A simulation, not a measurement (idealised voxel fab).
The process module presented herein is designated voxel capacitor over wiring.
Section shown: cut. Width: 295 nm. Cell size: 5 nm, square.
Square cells in a grid make up a cross-section in this document, and the grid is given as bands, listed from the top down, each one or more rows of cells.
Heights first: top, then bottom, in nm. Then materials, left to right, each with a width in nm. "everywhere" on a single material: fills the band edge to edge. "blank": empty space.
Counting heights begins at 0, where everything beneath is, in the wafer as received, one material. The lowest band has no bottom; it goes on downwards, as "0..down" shows.
Width spec "30..40" -> top row of cells at first value, bottom row at second value, equal per-row change in between.
"identical to before" after a step means that no cell of the cross-section changed.
Each empty space that has no open way to the top and spans at least 8 cells appears under "Enclosed void inventory" as width x height at distance, the distance counted from the left edge, all in nm.
after a step's settings: what the simulator itself notes on the step
The line of a step may include "overlay nm". On a step with a mask, this value is how far to the right of its planned place the mask lay. A negative value means the mask lay to the left.
Process steps foreseen in the plan
1. RECEIVE [material Si]
2. CONFORMAL_DEP [material SiO2] [thk nm 10]
3. DIRECTIONAL_DEP [material TiN] [thk nm 5]
4. DIRECTIONAL_DEP [material W] [thk nm 25]
5. MASKED_ETCH [tone cover] [mask id METAL_1] [width nm 20] [pitch nm 80] [etch materials W] [depth nm 25] [overlay nm 0]
6. MASKED_ETCH [tone cover] [mask id METAL_1] [width nm 20] [pitch nm 80] [etch materials TiN] [depth nm 5] [overlay nm 0]
7. FILL_DEP [material SiO2] [thk nm 5]
8. CMP [height nm 40]
9. CONFORMAL_DEP [material SiCN] [thk nm 5]
10. DIRECTIONAL_DEP [material SiO2] [thk nm 15]
11. DIRECTIONAL_DEP [material aC] [thk nm 10]
12. PATTERN [tone open] [mask id PLUG_1] [material resist] [width nm 15] [thk nm 25] [overlay nm 0]
13. DIRECTIONAL_ETCH [etch materials aC] [depth nm 10]
14. STRIP [etch materials resist]
15. DIRECTIONAL_ETCH [etch materials SiO2] [depth nm 15]
16. DIRECTIONAL_ETCH [etch materials SiCN] [depth nm 5]
17. STRIP [etch materials aC]
18. EPI [material Ru] [thk nm 10]
19. EPI [material Ru] [thk nm 10]
20. DIRECTIONAL_DEP [material TiN] [thk nm 5]
21. DIRECTIONAL_DEP [material Al2O3] [thk nm 5]
22. DIRECTIONAL_DEP [material TiN] [thk nm 10]
23. MASKED_ETCH [tone cover] [mask id UPPER_PLATE] [width nm 65] [etch materials TiN] [depth nm 10] [overlay nm 0]
24. MASKED_ETCH [tone cover] [mask id UPPER_PLATE] [width nm 65] [etch materials Al2O3] [depth nm 5] [overlay nm 0]
25. PATTERN [tone cover] [mask id LOWER_PLATE] [material resist] [width nm 75] [thk nm 15] [overlay nm 0]
26. DIRECTIONAL_ETCH [etch materials TiN] [depth nm 5]
27. STRIP [etch materials resist]
28. FILL_DEP [material SiO2] [thk nm 20]
29. CMP [height nm 95]
30. DIRECTIONAL_DEP [material aC] [thk nm 15]
31. PATTERN [tone open] [mask id PLUG_2] [material resist] [width nm 15] [thk nm 30] [overlay nm 0]
32. DIRECTIONAL_ETCH [etch materials aC] [depth nm 15]
33. STRIP [etch materials resist]
34. DIRECTIONAL_ETCH [etch materials SiO2] [depth nm 15]
35. STRIP [etch materials aC]
36. CONFORMAL_DEP [material TiN] [thk nm 5]
37. FILL_DEP [material Ru] [thk nm 5]
38. CMP [height nm 95]
39. CONFORMAL_DEP [material SiCN] [thk nm 5]
Account of the first of two wafers, which was processed as intended
Cross-section of the wafer upon arrival, representing the state reached after step 1
  0..down = Si everywhere
  Enclosed void inventory: none
Once step 2 is through, the wafer looks like this in cross-section
  10..0 = SiO2 everywhere
  Note: structure below 0 unchanged.
Once step 3 is through, the wafer looks like this in cross-section
  15..10 = TiN everywhere
  Note: structure below 10 unchanged.
Once step 4 is through, the wafer looks like this in cross-section
  40..15 = W everywhere
  Note: structure below 15 unchanged.
Once step 5 is through, the wafer looks like this in cross-section
  40..15 = blank (95) | W (20) | blank (60) | W (20) | blank (100)
  Note: structure below 15 unchanged.
Once step 6 is through, the wafer looks like this in cross-section
  40..15 = blank (95) | W (20) | blank (60) | W (20) | blank (100)
  15..10 = blank (95) | TiN (20) | blank (60) | TiN (20) | blank (100)
  Note: structure below 10 unchanged.
Once step 7 is through, the wafer looks like this in cross-section
  45..40 = SiO2 everywhere
  40..15 = SiO2 (95) | W (20) | SiO2 (60) | W (20) | SiO2 (100)
  15..10 = SiO2 (95) | TiN (20) | SiO2 (60) | TiN (20) | SiO2 (100)
  Note: structure below 10 unchanged.
Once step 8 is through, the wafer looks like this in cross-section
  40..15 = SiO2 (95) | W (20) | SiO2 (60) | W (20) | SiO2 (100)
  Note: structure below 15 unchanged.
Once step 9 is through, the wafer looks like this in cross-section
  45..40 = SiCN everywhere
  Note: structure below 40 unchanged.
Once step 10 is through, the wafer looks like this in cross-section
  60..45 = SiO2 everywhere
  Note: structure below 45 unchanged.
Once step 11 is through, the wafer looks like this in cross-section
  70..60 = aC everywhere
  Note: structure below 60 unchanged.
Once step 12 is through, the wafer looks like this in cross-section
  95..70 = resist (100) | blank (15) | resist (180)
  Note: structure below 70 unchanged.
Once step 13 is through, the wafer looks like this in cross-section
  85..70 = resist (100) | blank (15) | resist (180)
  70..60 = aC (100) | blank (15) | aC (180)
  Note: structure below 60 unchanged.
Once step 14 is through, the wafer looks like this in cross-section
  70..60 = aC (100) | blank (15) | aC (180)
  Note: structure below 60 unchanged.
Once step 15 is through, the wafer looks like this in cross-section
  70..60 = aC (100) | blank (15) | aC (180)
  60..45 = SiO2 (100) | blank (15) | SiO2 (180)
  Note: structure below 45 unchanged.
Once step 16 is through, the wafer looks like this in cross-section
  70..60 = aC (100) | blank (15) | aC (180)
  60..45 = SiO2 (100) | blank (15) | SiO2 (180)
  45..40 = SiCN (100) | blank (15) | SiCN (180)
  Note: structure below 40 unchanged.
Once step 17 is through, the wafer looks like this in cross-section
  60..45 = SiO2 (100) | blank (15) | SiO2 (180)
  Note: structure below 45 unchanged.
Once step 18 is through, the wafer looks like this in cross-section
  60..50 = SiO2 (100) | blank (15) | SiO2 (180)
  50..45 = SiO2 (100) | Ru (15) | SiO2 (180)
  45..40 = SiCN (100) | Ru (15) | SiCN (180)
  Note: structure below 40 unchanged.
Once step 19 is through, the wafer looks like this in cross-section
  60..45 = SiO2 (100) | Ru (15) | SiO2 (180)
  Note: structure below 45 unchanged.
Once step 20 is through, the wafer looks like this in cross-section
  65..60 = TiN everywhere
  Note: structure below 60 unchanged.
Once step 21 is through, the wafer looks like this in cross-section
  70..65 = Al2O3 everywhere
  Note: structure below 65 unchanged.
Once step 22 is through, the wafer looks like this in cross-section
  80..70 = TiN everywhere
  Note: structure below 70 unchanged.
Once step 23 is through, the wafer looks like this in cross-section
  80..70 = blank (100) | TiN (65) | blank (130)
  Note: structure below 70 unchanged.
Once step 24 is through, the wafer looks like this in cross-section
  80..70 = blank (100) | TiN (65) | blank (130)
  70..65 = blank (100) | Al2O3 (65) | blank (130)
  Note: structure below 65 unchanged.
Once step 25 is through, the wafer looks like this in cross-section
  95..80 = blank (95) | resist (75) | blank (125)
  80..70 = blank (95) | resist (5) | TiN (65) | resist (5) | blank (125)
  70..65 = blank (95) | resist (5) | Al2O3 (65) | resist (5) | blank (125)
  Note: structure below 65 unchanged.
Once step 26 is through, the wafer looks like this in cross-section
  95..80 = blank (95) | resist (75) | blank (125)
  80..70 = blank (95) | resist (5) | TiN (65) | resist (5) | blank (125)
  70..65 = blank (95) | resist (5) | Al2O3 (65) | resist (5) | blank (125)
  65..60 = blank (95) | TiN (75) | blank (125)
  Note: structure below 60 unchanged.
Once step 27 is through, the wafer looks like this in cross-section
  80..70 = blank (100) | TiN (65) | blank (130)
  70..65 = blank (100) | Al2O3 (65) | blank (130)
  Note: structure below 65 unchanged.
Once step 28 is through, the wafer looks like this in cross-section
  100..80 = SiO2 everywhere
  80..70 = SiO2 (100) | TiN (65) | SiO2 (130)
  70..65 = SiO2 (100) | Al2O3 (65) | SiO2 (130)
  65..60 = SiO2 (95) | TiN (75) | SiO2 (125)
  Note: structure below 60 unchanged.
Once step 29 is through, the wafer looks like this in cross-section
  95..80 = SiO2 everywhere
  Note: structure below 80 unchanged.
Once step 30 is through, the wafer looks like this in cross-section
  110..95 = aC everywhere
  Note: structure below 95 unchanged.
Once step 31 is through, the wafer looks like this in cross-section
  140..110 = resist (110) | blank (15) | resist (170)
  Note: structure below 110 unchanged.
Once step 32 is through, the wafer looks like this in cross-section
  125..110 = resist (110) | blank (15) | resist (170)
  110..95 = aC (110) | blank (15) | aC (170)
  Note: structure below 95 unchanged.
Once step 33 is through, the wafer looks like this in cross-section
  110..95 = aC (110) | blank (15) | aC (170)
  Note: structure below 95 unchanged.
Once step 34 is through, the wafer looks like this in cross-section
  110..95 = aC (110) | blank (15) | aC (170)
  95..80 = SiO2 (110) | blank (15) | SiO2 (170)
  Note: structure below 80 unchanged.
Once step 35 is through, the wafer looks like this in cross-section
  95..80 = SiO2 (110) | blank (15) | SiO2 (170)
  Note: structure below 80 unchanged.
Once step 36 is through, the wafer looks like this in cross-section
  100..95 = TiN (115) | blank (5) | TiN (175)
  95..85 = SiO2 (110) | TiN (5) | blank (5) | TiN (5) | SiO2 (170)
  85..80 = SiO2 (110) | TiN (15) | SiO2 (170)
  Note: structure below 80 unchanged.
Once step 37 is through, the wafer looks like this in cross-section
  105..100 = Ru everywhere
  100..95 = TiN (115) | Ru (5) | TiN (175)
  95..85 = SiO2 (110) | TiN (5) | Ru (5) | TiN (5) | SiO2 (170)
  Note: structure below 85 unchanged.
Once step 38 is through, the wafer looks like this in cross-section
  95..85 = SiO2 (110) | TiN (5) | Ru (5) | TiN (5) | SiO2 (170)
  Note: structure below 85 unchanged.
Once step 39 is through, the wafer looks like this in cross-section
  100..95 = SiCN everywhere
  Note: structure below 95 unchanged.
Second wafer, same starting state and plan as the first, one mistake in the run, identical through step 4
Cross-section, second wafer, at the end time the plan gives for step 5
  40..15 = W (95) | blank (20) | W (60) | blank (20) | W (100)
  Note: structure below 15 unchanged.
Cross-section, second wafer, at the end time the plan gives for step 6: identical to before
Cross-section, second wafer, at the end time the plan gives for step 7
  45..40 = SiO2 everywhere
  40..15 = W (95) | SiO2 (20) | W (60) | SiO2 (20) | W (100)
  Note: structure below 15 unchanged.
Cross-section, second wafer, at the end time the plan gives for step 8
  40..15 = W (95) | SiO2 (20) | W (60) | SiO2 (20) | W (100)
  Note: structure below 15 unchanged.
Cross-section, second wafer, at the end time the plan gives for step 9
  45..40 = SiCN everywhere
  Note: structure below 40 unchanged.
Cross-section, second wafer, at the end time the plan gives for step 10
  60..45 = SiO2 everywhere
  Note: structure below 45 unchanged.
Cross-section, second wafer, at the end time the plan gives for step 11
  70..60 = aC everywhere
  Note: structure below 60 unchanged.
Cross-section, second wafer, at the end time the plan gives for step 12
  95..70 = resist (100) | blank (15) | resist (180)
  Note: structure below 70 unchanged.
Cross-section, second wafer, at the end time the plan gives for step 13
  85..70 = resist (100) | blank (15) | resist (180)
  70..60 = aC (100) | blank (15) | aC (180)
  Note: structure below 60 unchanged.
Cross-section, second wafer, at the end time the plan gives for step 14
  70..60 = aC (100) | blank (15) | aC (180)
  Note: structure below 60 unchanged.
Cross-section, second wafer, at the end time the plan gives for step 15
  70..60 = aC (100) | blank (15) | aC (180)
  60..45 = SiO2 (100) | blank (15) | SiO2 (180)
  Note: structure below 45 unchanged.
Cross-section, second wafer, at the end time the plan gives for step 16
  70..60 = aC (100) | blank (15) | aC (180)
  60..45 = SiO2 (100) | blank (15) | SiO2 (180)
  45..40 = SiCN (100) | blank (15) | SiCN (180)
  Note: structure below 40 unchanged.
Cross-section, second wafer, at the end time the plan gives for step 17
  60..45 = SiO2 (100) | blank (15) | SiO2 (180)
  Note: structure below 45 unchanged.
Cross-section, second wafer, at the end time the plan gives for step 18: identical to before
Cross-section, second wafer, at the end time the plan gives for step 19: identical to before
Cross-section, second wafer, at the end time the plan gives for step 20
  65..60 = TiN (100) | blank (15) | TiN (180)
  60..45 = SiO2 (100) | blank (15) | SiO2 (180)
  45..40 = SiCN (100) | TiN (15) | SiCN (180)
  Note: structure below 40 unchanged.
Cross-section, second wafer, at the end time the plan gives for step 21
  70..65 = Al2O3 (100) | blank (15) | Al2O3 (180)
  65..60 = TiN (100) | blank (15) | TiN (180)
  60..50 = SiO2 (100) | blank (15) | SiO2 (180)
  50..45 = SiO2 (100) | Al2O3 (15) | SiO2 (180)
  Note: structure below 45 unchanged.
Cross-section, second wafer, at the end time the plan gives for step 22
  80..70 = TiN (100) | blank (15) | TiN (180)
  70..65 = Al2O3 (100) | blank (15) | Al2O3 (180)
  65..60 = TiN (100) | blank (15) | TiN (180)
  60..50 = SiO2 (100) | TiN (15) | SiO2 (180)
  Note: structure below 50 unchanged.
Cross-section, second wafer, at the end time the plan gives for step 23
  80..70 = blank (115) | TiN (50) | blank (130)
  Note: structure below 70 unchanged.
Cross-section, second wafer, at the end time the plan gives for step 24
  80..70 = blank (115) | TiN (50) | blank (130)
  70..65 = blank (115) | Al2O3 (50) | blank (130)
  Note: structure below 65 unchanged.
Cross-section, second wafer, at the end time the plan gives for step 25
  95..80 = blank (95) | resist (75) | blank (125)
  80..70 = blank (95) | resist (20) | TiN (50) | resist (5) | blank (125)
  70..65 = blank (95) | resist (20) | Al2O3 (50) | resist (5) | blank (125)
  65..60 = TiN (100) | resist (15) | TiN (180)
  Note: structure below 60 unchanged.
Cross-section, second wafer, at the end time the plan gives for step 26
  95..80 = blank (95) | resist (75) | blank (125)
  80..70 = blank (95) | resist (20) | TiN (50) | resist (5) | blank (125)
  70..65 = blank (95) | resist (20) | Al2O3 (50) | resist (5) | blank (125)
  65..60 = blank (95) | TiN (5) | resist (15) | TiN (55) | blank (125)
  Note: structure below 60 unchanged.
Cross-section, second wafer, at the end time the plan gives for step 27
  80..70 = blank (115) | TiN (50) | blank (130)
  70..65 = blank (115) | Al2O3 (50) | blank (130)
  65..60 = blank (95) | TiN (5) | blank (15) | TiN (55) | blank (125)
  Note: structure below 60 unchanged.
Cross-section, second wafer, at the end time the plan gives for step 28
  100..80 = SiO2 everywhere
  80..70 = SiO2 (115) | TiN (50) | SiO2 (130)
  70..65 = SiO2 (115) | Al2O3 (50) | SiO2 (130)
  65..60 = SiO2 (95) | TiN (5) | SiO2 (15) | TiN (55) | SiO2 (125)
  Note: structure below 60 unchanged.
Cross-section, second wafer, at the end time the plan gives for step 29
  95..80 = SiO2 everywhere
  Note: structure below 80 unchanged.
Cross-section, second wafer, at the end time the plan gives for step 30
  110..95 = aC everywhere
  Note: structure below 95 unchanged.
Cross-section, second wafer, at the end time the plan gives for step 31
  140..110 = resist (110) | blank (15) | resist (170)
  Note: structure below 110 unchanged.
Cross-section, second wafer, at the end time the plan gives for step 32
  125..110 = resist (110) | blank (15) | resist (170)
  110..95 = aC (110) | blank (15) | aC (170)
  Note: structure below 95 unchanged.
Cross-section, second wafer, at the end time the plan gives for step 33
  110..95 = aC (110) | blank (15) | aC (170)
  Note: structure below 95 unchanged.
Cross-section, second wafer, at the end time the plan gives for step 34
  110..95 = aC (110) | blank (15) | aC (170)
  95..80 = SiO2 (110) | blank (15) | SiO2 (170)
  Note: structure below 80 unchanged.
Cross-section, second wafer, at the end time the plan gives for step 35
  95..80 = SiO2 (110) | blank (15) | SiO2 (170)
  Note: structure below 80 unchanged.
Cross-section, second wafer, at the end time the plan gives for step 36
  100..95 = TiN (115) | blank (5) | TiN (175)
  95..85 = SiO2 (110) | TiN (5) | blank (5) | TiN (5) | SiO2 (170)
  85..80 = SiO2 (110) | TiN (15) | SiO2 (170)
  Note: structure below 80 unchanged.
Cross-section, second wafer, at the end time the plan gives for step 37
  105..100 = Ru everywhere
  100..95 = TiN (115) | Ru (5) | TiN (175)
  95..85 = SiO2 (110) | TiN (5) | Ru (5) | TiN (5) | SiO2 (170)
  Note: structure below 85 unchanged.
Cross-section, second wafer, at the end time the plan gives for step 38
  95..85 = SiO2 (110) | TiN (5) | Ru (5) | TiN (5) | SiO2 (170)
  Note: structure below 85 unchanged.
Cross-section, second wafer, at the end time the plan gives for step 39
  100..95 = SiCN everywhere
  Note: structure below 95 unchanged.
Deviation noted in wafer processing: step 5 changed vs plan, executed as MASKED_ETCH [tone open] [mask id METAL_1] [width nm 20] [pitch nm 80] [etch materials W] [depth nm 25] [overlay nm 0]
At the finish, the second wafer shows more or fewer cells for some materials than the first does: Ru: 12 fewer, SiO2: 254 fewer, TiN: 51 more, W: 215 more
